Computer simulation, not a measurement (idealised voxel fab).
A process module follows: voxel wiring stack.
The width of the displayed cross-section, cut, is 240 nm; its cells are square, with a size of 5 nm.
A cross-section in this document is a grid of square cells, and it is written down as bands, the top band listed before the ones below it; a band is made up of one or more rows of cells. Band entry format. Leading values: height of top, height of bottom, nm. Remainder: materials in left-to-right order, each with its width in nm. Special words: "full width" on a single material, which then fills the band edge to edge; "blank", empty space. Note: height 0 marks the level under which the wafer is uniformly one material as received. Lowest band unbounded below, written "0..down". A width given as "30 to 40" starts at the first number in the band's top row and ends at the second number in its bottom row, shifting by an equal amount at every step from row to row. Given "stayed the same" for a step, no cell of the cross-section differs between before and after that step. Voids not open to the top, 8 cells minimum: see "Closed internal cavities". Written width x height at distance; distance is from the left edge; nm. Text after the settings on a step's line: the simulator's own remark on that step. When a step includes a mask, the "overlay nm" setting on its line states how far to the right of its planned place that mask lay, and negative values state how far to the left.
## So here's the lineup of process steps we planned
- 1: RECEIVE: material Si
- 2: CONFORMAL_DEP: material SiO2, thk nm 10
- 3: DIRECTIONAL_DEP: material TiN, thk nm 5
- 4: DIRECTIONAL_DEP: material W, thk nm 25
- 5: MASKED_ETCH: tone cover, mask id METAL_1, width nm 20, pitch nm 40, etch materials W, depth nm 25, overlay nm 0
- 6: MASKED_ETCH: tone cover, mask id METAL_1, width nm 20, pitch nm 40, etch materials TiN, depth nm 5, overlay nm 0
- 7: FILL_DEP: material lowk, thk nm 5
- 8: CMP: height nm 40
- 9: CONFORMAL_DEP: material SiCN, thk nm 5
- 10: DIRECTIONAL_DEP: material lowk, thk nm 10
- 11: MASKED_ETCH: tone open, mask id PLUG_1, width nm 15, pitch nm 40, etch materials lowk, depth nm 10, overlay nm 0
- 12: MASKED_ETCH: tone open, mask id PLUG_1, width nm 15, pitch nm 40, etch materials SiCN, depth nm 5, overlay nm 0
- 13: EPI: material Ru, thk nm 10
- 14: EPI: material Ru, thk nm 5
- 15: CONFORMAL_DEP: material SiCN, thk nm 5
- 16: DIRECTIONAL_DEP: material lowk, thk nm 15
- 17: PATTERN: tone open, mask id METAL_2, material resist, width nm 20, pitch nm 40, thk nm 15, overlay nm 0
- 18: DIRECTIONAL_ETCH: etch materials lowk, depth nm 15
- 19: DIRECTIONAL_ETCH: etch materials SiCN, depth nm 5
- 20: STRIP: etch materials resist
- 21: CONFORMAL_DEP: material TiN, thk nm 5
- 22: FILL_DEP: material Cu, thk nm 10
- 23: CMP: height nm 75
- 24: EPI: material Ru, thk nm 5
- 25: FILL_DEP: material SiCN, thk nm 5
- 26: DIRECTIONAL_DEP: material lowk, thk nm 20
- 27: MASKED_ETCH: tone open, mask id PLUG_2, width nm 15, pitch nm 80, etch materials lowk, depth nm 20, overlay nm 0
- 28: MASKED_ETCH: tone open, mask id PLUG_2, width nm 15, pitch nm 80, etch materials SiCN, depth nm 5, overlay nm 0
- 29: EPI: material Ru, thk nm 10
- 30: EPI: material Ru, thk nm 10
- 31: EPI: material Ru, thk nm 5
- 32: CONFORMAL_DEP: material SiCN, thk nm 5
- 33: DIRECTIONAL_DEP: material lowk, thk nm 25
- 34: PATTERN: tone open, mask id METAL_3, material resist, width nm 20, pitch nm 40, thk nm 20, overlay nm 0
- 35: DIRECTIONAL_ETCH: etch materials lowk, depth nm 25
- 36: DIRECTIONAL_ETCH: etch materials SiCN, depth nm 5
- 37: STRIP: etch materials resist
- 38: CONFORMAL_DEP: material TiN, thk nm 5
- 39: FILL_DEP: material Ru, thk nm 10
- 40: CMP: height nm 135
- 41: CONFORMAL_DEP: material SiCN, thk nm 5
## As-received wafer cross-section (after step 1)
    0..down  Si full width
    Closed internal cavities: none
## End-of-module cross-section of the first of two wafers, processed as planned
    140..135  SiCN full width
    135..110  lowk: 50 | TiN: 5 | Ru: 10 | TiN: 5 | lowk: 20 | TiN: 5 | Ru: 10 | TiN: 5 | lowk: 20 | TiN: 5 | Ru: 10 | TiN: 5 | lowk: 20 | TiN: 5 | Ru: 10 | TiN: 5 | lowk: 50
    110..105  SiCN: 50 | TiN: 20 | SiCN: 20 | TiN: 20 | SiCN: 20 | TiN: 20 | SiCN: 20 | TiN: 20 | SiCN: 50
    105..85  lowk: 50 | Ru: 15 | lowk: 65 | Ru: 15 | lowk: 95
    85..80  SiCN: 50 | Ru: 15 | SiCN: 65 | Ru: 15 | SiCN: 95
    80..75  SiCN: 45 | Ru: 30 | SiCN: 10 | Ru: 30 | SiCN: 10 | Ru: 30 | SiCN: 10 | Ru: 30 | SiCN: 45
    75..60  lowk: 50 | TiN: 5 | Cu: 10 | TiN: 5 | lowk: 20 | TiN: 5 | Cu: 10 | TiN: 5 | lowk: 20 | TiN: 5 | Cu: 10 | TiN: 5 | lowk: 20 | TiN: 5 | Cu: 10 | TiN: 5 | lowk: 50
    60..55  SiCN: 50 | TiN: 20 | SiCN: 20 | TiN: 20 | SiCN: 20 | TiN: 20 | SiCN: 20 | TiN: 20 | SiCN: 50
    55..45  lowk: 50 | Ru: 15 | lowk: 25 | Ru: 15 | lowk: 25 | Ru: 15 | lowk: 25 | Ru: 15 | lowk: 55
    45..40  SiCN: 50 | Ru: 15 | SiCN: 25 | Ru: 15 | SiCN: 25 | Ru: 15 | SiCN: 25 | Ru: 15 | SiCN: 55
    40..15  lowk: 50 | W: 20 | lowk: 20 | W: 20 | lowk: 20 | W: 20 | lowk: 20 | W: 20 | lowk: 50
    15..10  lowk: 50 | TiN: 20 | lowk: 20 | TiN: 20 | lowk: 20 | TiN: 20 | lowk: 20 | TiN: 20 | lowk: 50
    10..0  SiO2 full width
    0..down  Si full width
    Closed internal cavities: none
## Cross-section at end of module for the second wafer of two, which matched the first in starting point and plan and differed by one mistake in its processing
    140..135  SiCN full width
    135..120  Ru: 40 | TiN: 5 | lowk: 5 | TiN: 5 | Ru: 65 | TiN: 5 | lowk: 5 | TiN: 5 | Ru: 105
    120..115  TiN: 45 | lowk: 5 | TiN: 5 | Ru: 10 | TiN: 30 | Ru: 10 | TiN: 20 | lowk: 5 | TiN: 5 | Ru: 10 | TiN: 30 | Ru: 10 | TiN: 55
    115..110  lowk: 50 | TiN: 5 | Ru: 10 | TiN: 5 | lowk: 20 | TiN: 5 | Ru: 10 | TiN: 5 | lowk: 20 | TiN: 5 | Ru: 10 | TiN: 5 | lowk: 20 | TiN: 5 | Ru: 10 | TiN: 5 | lowk: 50
    110..105  lowk: 45 | SiCN: 5 | TiN: 20 | lowk: 20 | TiN: 5 | Ru: 10 | TiN: 5 | lowk: 15 | SiCN: 5 | TiN: 20 | lowk: 20 | TiN: 5 | Ru: 10 | TiN: 5 | lowk: 50
    105..90  lowk: 45 | SiCN: 5 | lowk: 15 | SiCN: 5 | lowk: 20 | TiN: 5 | Ru: 10 | TiN: 5 | lowk: 15 | SiCN: 5 | lowk: 15 | SiCN: 5 | lowk: 20 | TiN: 5 | Ru: 10 | TiN: 5 | lowk: 50
    90..85  SiCN: 50 | lowk: 15 | SiCN: 25 | TiN: 20 | SiCN: 20 | lowk: 15 | SiCN: 25 | TiN: 20 | SiCN: 50
    85..80  SiCN full width
    80..75  SiCN: 45 | Ru: 30 | SiCN: 10 | Ru: 30 | SiCN: 10 | Ru: 30 | SiCN: 10 | Ru: 30 | SiCN: 45
    75..60  lowk: 50 | TiN: 5 | Cu: 10 | TiN: 5 | lowk: 20 | TiN: 5 | Cu: 10 | TiN: 5 | lowk: 20 | TiN: 5 | Cu: 10 | TiN: 5 | lowk: 20 | TiN: 5 | Cu: 10 | TiN: 5 | lowk: 50
    60..55  SiCN: 50 | TiN: 20 | SiCN: 20 | TiN: 20 | SiCN: 20 | TiN: 20 | SiCN: 20 | TiN: 20 | SiCN: 50
    55..45  lowk: 50 | Ru: 15 | lowk: 25 | Ru: 15 | lowk: 25 | Ru: 15 | lowk: 25 | Ru: 15 | lowk: 55
    45..40  SiCN: 50 | Ru: 15 | SiCN: 25 | Ru: 15 | SiCN: 25 | Ru: 15 | SiCN: 25 | Ru: 15 | SiCN: 55
    40..15  lowk: 50 | W: 20 | lowk: 20 | W: 20 | lowk: 20 | W: 20 | lowk: 20 | W: 20 | lowk: 50
    15..10  lowk: 50 | TiN: 20 | lowk: 20 | TiN: 20 | lowk: 20 | TiN: 20 | lowk: 20 | TiN: 20 | lowk: 50
    10..0  SiO2 full width
    0..down  Si full width
    Closed internal cavities: none
Deviation from plan: note that step 27 departed from the planned setting and was carried out as MASKED_ETCH: tone cover, mask id PLUG_2, width nm 15, pitch nm 80, etch materials lowk, depth nm 20, overlay nm 0
Final comparison by cell count, materials where the second wafer has more or fewer than the first: Ru +88; SiCN +22; TiN +34; lowk -144
